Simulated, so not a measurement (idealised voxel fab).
The following is a process module called voxel capacitor over wiring.
Section shown: cut. Width: 160 nm. Cell size: 5 nm, square.
How to read a cross-section here: the picture is a grid of square cells, written as bands going from the top down, and any band can span one or more rows of cells. First you get the band's top height and its bottom height, in nm, and then the materials it's made of, left to right, with each width in nm. If you see a single material with "full width", that one covers the band edge to edge. "air" is empty space. All heights in this document are referenced to 0, defined as the level beneath which the wafer, as received, consists entirely of one material. The lowest band is not bounded below; it extends indefinitely downward and is written in the form "0 -> down". It should be noted that a width expressed as "30->40" varies in equal increments from row to row of cells within the band, taking the value of the first number at the top row and that of the second number at the bottom row. Reading "changes: none" for a step: not a cell of the cross-section changed in it. Under "Sealed cavities" you'll find the enclosed gaps, the ones with no way out to the top, that are 8 cells or bigger; each reads width x height at distance, with distance counted from the left edge, everything in nm. That trailing text on a step's line, after the settings, is the simulator's own remark on the step. For masked steps, "overlay nm" on the step line gives how far right of plan the mask actually lay; a minus sign means it lay to the left.
### Planned process steps
1) RECEIVE [material Si]
2) CONFORMAL_DEP [material SiO2] [thk nm 15]
3) DIRECTIONAL_DEP [material TiN] [thk nm 5]
4) DIRECTIONAL_DEP [material W] [thk nm 25]
5) DIRECTIONAL_DEP [material aC] [thk nm 10]
6) PATTERN [tone cover] [mask id METAL_1] [material resist] [width nm 20] [pitch nm 70] [thk nm 25] [overlay nm 0]
7) DIRECTIONAL_ETCH [etch materials aC] [depth nm 10]
8) STRIP [etch materials resist]
9) DIRECTIONAL_ETCH [etch materials W] [depth nm 25]
10) DIRECTIONAL_ETCH [etch materials TiN] [depth nm 5]
11) STRIP [etch materials aC]
12) FILL_DEP [material SiO2] [thk nm 5]
13) CMP [height nm 45]
14) CONFORMAL_DEP [material SiCN] [thk nm 5]
15) DIRECTIONAL_DEP [material lowk] [thk nm 10]
16) MASKED_ETCH [tone open] [mask id PLUG_1] [width nm 15] [etch materials lowk] [depth nm 10] [overlay nm 0]
17) MASKED_ETCH [tone open] [mask id PLUG_1] [width nm 15] [etch materials SiCN] [depth nm 5] [overlay nm 0]
18) EPI [material Ru] [thk nm 10]
19) EPI [material Ru] [thk nm 5]
20) DIRECTIONAL_DEP [material TiN] [thk nm 10]
21) DIRECTIONAL_DEP [material SiN] [thk nm 5]
22) DIRECTIONAL_DEP [material TiN] [thk nm 10]
23) DIRECTIONAL_DEP [material aC] [thk nm 10]
24) PATTERN [tone cover] [mask id UPPER_PLATE] [material resist] [width nm 55] [thk nm 30] [overlay nm 0]
25) DIRECTIONAL_ETCH [etch materials aC] [depth nm 10]
26) STRIP [etch materials resist]
27) DIRECTIONAL_ETCH [etch materials TiN] [depth nm 10]
28) DIRECTIONAL_ETCH [etch materials SiN] [depth nm 5]
29) STRIP [etch materials aC]
30) PATTERN [tone cover] [mask id LOWER_PLATE] [material resist] [width nm 65] [thk nm 20] [overlay nm 0]
31) DIRECTIONAL_ETCH [etch materials TiN] [depth nm 10]
32) STRIP [etch materials resist]
33) FILL_DEP [material SiO2] [thk nm 15]
34) CMP [height nm 95]
35) PATTERN [tone open] [mask id PLUG_2] [material resist] [width nm 15] [thk nm 15] [overlay nm 0]
36) DIRECTIONAL_ETCH [etch materials SiO2] [depth nm 10]
37) STRIP [etch materials resist]
38) CONFORMAL_DEP [material TiN] [thk nm 5]
39) FILL_DEP [material W] [thk nm 10]
40) CMP [height nm 95]
41) CONFORMAL_DEP [material SiCN] [thk nm 5]
### The first of a set of two wafers, run to plan
### Wafer at receipt (post step 1), cross-section
  0 -> down: Si full width
  Sealed cavities: none
### Wafer section view after processing step 2
  15 -> 0: SiO2 full width
  Anything lower than 0 is untouched.
### Wafer section view after processing step 3
  20 -> 15: TiN full width
  Anything lower than 15 is untouched.
### Wafer section view after processing step 4
  45 -> 20: W full width
  Anything lower than 20 is untouched.
### Wafer section view after processing step 5
  55 -> 45: aC full width
  Anything lower than 45 is untouched.
### Wafer section view after processing step 6
  80 -> 55: air 35 nm, resist 20 nm, air 50 nm, resist 20 nm, air 35 nm
  Anything lower than 55 is untouched.
### Wafer section view after processing step 7
  70 -> 55: air 35 nm, resist 20 nm, air 50 nm, resist 20 nm, air 35 nm
  55 -> 45: air 35 nm, aC 20 nm, air 50 nm, aC 20 nm, air 35 nm
  Anything lower than 45 is untouched.
### Wafer section view after processing step 8
  55 -> 45: air 35 nm, aC 20 nm, air 50 nm, aC 20 nm, air 35 nm
  Anything lower than 45 is untouched.
### Wafer section view after processing step 9
  55 -> 45: air 35 nm, aC 20 nm, air 50 nm, aC 20 nm, air 35 nm
  45 -> 20: air 35 nm, W 20 nm, air 50 nm, W 20 nm, air 35 nm
  Anything lower than 20 is untouched.
### Wafer section view after processing step 10
  55 -> 45: air 35 nm, aC 20 nm, air 50 nm, aC 20 nm, air 35 nm
  45 -> 20: air 35 nm, W 20 nm, air 50 nm, W 20 nm, air 35 nm
  20 -> 15: air 35 nm, TiN 20 nm, air 50 nm, TiN 20 nm, air 35 nm
  Anything lower than 15 is untouched.
### Wafer section view after processing step 11
  45 -> 20: air 35 nm, W 20 nm, air 50 nm, W 20 nm, air 35 nm
  Anything lower than 20 is untouched.
### Wafer section view after processing step 12
  50 -> 45: SiO2 full width
  45 -> 20: SiO2 35 nm, W 20 nm, SiO2 50 nm, W 20 nm, SiO2 35 nm
  20 -> 15: SiO2 35 nm, TiN 20 nm, SiO2 50 nm, TiN 20 nm, SiO2 35 nm
  Anything lower than 15 is untouched.
### Wafer section view after processing step 13
  45 -> 20: SiO2 35 nm, W 20 nm, SiO2 50 nm, W 20 nm, SiO2 35 nm
  Anything lower than 20 is untouched.
### Wafer section view after processing step 14
  50 -> 45: SiCN full width
  Anything lower than 45 is untouched.
### Wafer section view after processing step 15
  60 -> 50: lowk full width
  Anything lower than 50 is untouched.
### Wafer section view after processing step 16
  60 -> 50: lowk 40 nm, air 15 nm, lowk 105 nm
  Anything lower than 50 is untouched.
### Wafer section view after processing step 17
  60 -> 50: lowk 40 nm, air 15 nm, lowk 105 nm
  50 -> 45: SiCN 40 nm, air 15 nm, SiCN 105 nm
  Anything lower than 45 is untouched.
### Wafer section view after processing step 18
  60 -> 55: lowk 40 nm, air 15 nm, lowk 105 nm
  55 -> 50: lowk 40 nm, Ru 15 nm, lowk 105 nm
  50 -> 45: SiCN 40 nm, Ru 15 nm, SiCN 105 nm
  Anything lower than 45 is untouched.
### Wafer section view after processing step 19
  60 -> 50: lowk 40 nm, Ru 15 nm, lowk 105 nm
  Anything lower than 50 is untouched.
### Wafer section view after processing step 20
  70 -> 60: TiN full width
  Anything lower than 60 is untouched.
### Wafer section view after processing step 21
  75 -> 70: SiN full width
  Anything lower than 70 is untouched.
### Wafer section view after processing step 22
  85 -> 75: TiN full width
  Anything lower than 75 is untouched.
### Wafer section view after processing step 23
  95 -> 85: aC full width
  Anything lower than 85 is untouched.
### Wafer section view after processing step 24
  125 -> 95: air 40 nm, resist 55 nm, air 65 nm
  Anything lower than 95 is untouched.
### Wafer section view after processing step 25
  115 -> 95: air 40 nm, resist 55 nm, air 65 nm
  95 -> 85: air 40 nm, aC 55 nm, air 65 nm
  Anything lower than 85 is untouched.
### Wafer section view after processing step 26
  95 -> 85: air 40 nm, aC 55 nm, air 65 nm
  Anything lower than 85 is untouched.
### Wafer section view after processing step 27
  95 -> 85: air 40 nm, aC 55 nm, air 65 nm
  85 -> 75: air 40 nm, TiN 55 nm, air 65 nm
  Anything lower than 75 is untouched.
### Wafer section view after processing step 28
  95 -> 85: air 40 nm, aC 55 nm, air 65 nm
  85 -> 75: air 40 nm, TiN 55 nm, air 65 nm
  75 -> 70: air 40 nm, SiN 55 nm, air 65 nm
  Anything lower than 70 is untouched.
### Wafer section view after processing step 29
  85 -> 75: air 40 nm, TiN 55 nm, air 65 nm
  Anything lower than 75 is untouched.
### Wafer section view after processing step 30
  105 -> 85: air 35 nm, resist 65 nm, air 60 nm
  85 -> 75: air 35 nm, resist 5 nm, TiN 55 nm, resist 5 nm, air 60 nm
  75 -> 70: air 35 nm, resist 5 nm, SiN 55 nm, resist 5 nm, air 60 nm
  Anything lower than 70 is untouched.
### Wafer section view after processing step 31
  105 -> 85: air 35 nm, resist 65 nm, air 60 nm
  85 -> 75: air 35 nm, resist 5 nm, TiN 55 nm, resist 5 nm, air 60 nm
  75 -> 70: air 35 nm, resist 5 nm, SiN 55 nm, resist 5 nm, air 60 nm
  70 -> 60: air 35 nm, TiN 65 nm, air 60 nm
  Anything lower than 60 is untouched.
### Wafer section view after processing step 32
  85 -> 75: air 40 nm, TiN 55 nm, air 65 nm
  75 -> 70: air 40 nm, SiN 55 nm, air 65 nm
  Anything lower than 70 is untouched.
### Wafer section view after processing step 33
  100 -> 85: SiO2 full width
  85 -> 75: SiO2 40 nm, TiN 55 nm, SiO2 65 nm
  75 -> 70: SiO2 40 nm, SiN 55 nm, SiO2 65 nm
  70 -> 60: SiO2 35 nm, TiN 65 nm, SiO2 60 nm
  Anything lower than 60 is untouched.
### Wafer section view after processing step 34
  95 -> 85: SiO2 full width
  Anything lower than 85 is untouched.
### Wafer section view after processing step 35
  110 -> 95: resist 50 nm, air 15 nm, resist 95 nm
  Anything lower than 95 is untouched.
### Wafer section view after processing step 36
  110 -> 95: resist 50 nm, air 15 nm, resist 95 nm
  95 -> 85: SiO2 50 nm, air 15 nm, SiO2 95 nm
  Anything lower than 85 is untouched.
### Wafer section view after processing step 37
  95 -> 85: SiO2 50 nm, air 15 nm, SiO2 95 nm
  Anything lower than 85 is untouched.
### Wafer section view after processing step 38
  100 -> 95: TiN 55 nm, air 5 nm, TiN 100 nm
  95 -> 90: SiO2 50 nm, TiN 5 nm, air 5 nm, TiN 5 nm, SiO2 95 nm
  90 -> 85: SiO2 50 nm, TiN 15 nm, SiO2 95 nm
  Anything lower than 85 is untouched.
### Wafer section view after processing step 39
  110 -> 100: W full width
  100 -> 95: TiN 55 nm, W 5 nm, TiN 100 nm
  95 -> 90: SiO2 50 nm, TiN 5 nm, W 5 nm, TiN 5 nm, SiO2 95 nm
  Anything lower than 90 is untouched.
### Wafer section view after processing step 40
  95 -> 90: SiO2 50 nm, TiN 5 nm, W 5 nm, TiN 5 nm, SiO2 95 nm
  Anything lower than 90 is untouched.
### Wafer section view after processing step 41
  100 -> 95: SiCN full width
  Anything lower than 95 is untouched.
### Second wafer - shared start and plan with the first - one error in running - same as the first up to step 20 inclusive
### Second wafer shown in cross-section at the time step 21 was slated to end
  80 -> 60: TiN full width
  Anything lower than 60 is untouched.
### Second wafer shown in cross-section at the time step 22 was slated to end
  85 -> 80: SiN full width
  Anything lower than 80 is untouched.
### Second wafer shown in cross-section at the time step 23 was slated to end
  95 -> 85: aC full width
  Anything lower than 85 is untouched.
### Second wafer shown in cross-section at the time step 24 was slated to end
  125 -> 95: air 40 nm, resist 55 nm, air 65 nm
  Anything lower than 95 is untouched.
### Second wafer shown in cross-section at the time step 25 was slated to end
  115 -> 95: air 40 nm, resist 55 nm, air 65 nm
  95 -> 85: air 40 nm, aC 55 nm, air 65 nm
  Anything lower than 85 is untouched.
### Second wafer shown in cross-section at the time step 26 was slated to end
  95 -> 85: air 40 nm, aC 55 nm, air 65 nm
  Anything lower than 85 is untouched.
Second wafer shown in cross-section at the time step 27 was slated to end: changes: none
### Second wafer shown in cross-section at the time step 28 was slated to end
  95 -> 85: air 40 nm, aC 55 nm, air 65 nm
  85 -> 80: air 40 nm, SiN 55 nm, air 65 nm
  Anything lower than 80 is untouched.
### Second wafer shown in cross-section at the time step 29 was slated to end
  85 -> 80: air 40 nm, SiN 55 nm, air 65 nm
  Anything lower than 80 is untouched.
### Second wafer shown in cross-section at the time step 30 was slated to end
  105 -> 85: air 35 nm, resist 65 nm, air 60 nm
  85 -> 80: air 35 nm, resist 5 nm, SiN 55 nm, resist 5 nm, air 60 nm
  Anything lower than 80 is untouched.
### Second wafer shown in cross-section at the time step 31 was slated to end
  105 -> 85: air 35 nm, resist 65 nm, air 60 nm
  85 -> 80: air 35 nm, resist 5 nm, SiN 55 nm, resist 5 nm, air 60 nm
  80 -> 70: air 35 nm, TiN 65 nm, air 60 nm
  Anything lower than 70 is untouched.
### Second wafer shown in cross-section at the time step 32 was slated to end
  85 -> 80: air 40 nm, SiN 55 nm, air 65 nm
  Anything lower than 80 is untouched.
### Second wafer shown in cross-section at the time step 33 was slated to end
  100 -> 85: SiO2 full width
  85 -> 80: SiO2 40 nm, SiN 55 nm, SiO2 65 nm
  80 -> 70: SiO2 35 nm, TiN 65 nm, SiO2 60 nm
  Anything lower than 70 is untouched.
### Second wafer shown in cross-section at the time step 34 was slated to end
  95 -> 85: SiO2 full width
  Anything lower than 85 is untouched.
### Second wafer shown in cross-section at the time step 35 was slated to end
  110 -> 95: resist 50 nm, air 15 nm, resist 95 nm
  Anything lower than 95 is untouched.
### Second wafer shown in cross-section at the time step 36 was slated to end
  110 -> 95: resist 50 nm, air 15 nm, resist 95 nm
  95 -> 85: SiO2 50 nm, air 15 nm, SiO2 95 nm
  Anything lower than 85 is untouched.
### Second wafer shown in cross-section at the time step 37 was slated to end
  95 -> 85: SiO2 50 nm, air 15 nm, SiO2 95 nm
  Anything lower than 85 is untouched.
### Second wafer shown in cross-section at the time step 38 was slated to end
  100 -> 95: TiN 55 nm, air 5 nm, TiN 100 nm
  95 -> 90: SiO2 50 nm, TiN 5 nm, air 5 nm, TiN 5 nm, SiO2 95 nm
  90 -> 85: SiO2 50 nm, TiN 15 nm, SiO2 95 nm
  Anything lower than 85 is untouched.
### Second wafer shown in cross-section at the time step 39 was slated to end
  110 -> 100: W full width
  100 -> 95: TiN 55 nm, W 5 nm, TiN 100 nm
  95 -> 90: SiO2 50 nm, TiN 5 nm, W 5 nm, TiN 5 nm, SiO2 95 nm
  Anything lower than 90 is untouched.
### Second wafer shown in cross-section at the time step 40 was slated to end
  95 -> 90: SiO2 50 nm, TiN 5 nm, W 5 nm, TiN 5 nm, SiO2 95 nm
  Anything lower than 90 is untouched.
### Second wafer shown in cross-section at the time step 41 was slated to end
  100 -> 95: SiCN full width
  Anything lower than 95 is untouched.
The mistake made against the process plan was this: a sequencing error occurred in which plan steps 21 and 22 were transposed
Final wafer comparison in cells, second versus first, more or fewer per material: -42 SiO2, +42 TiN
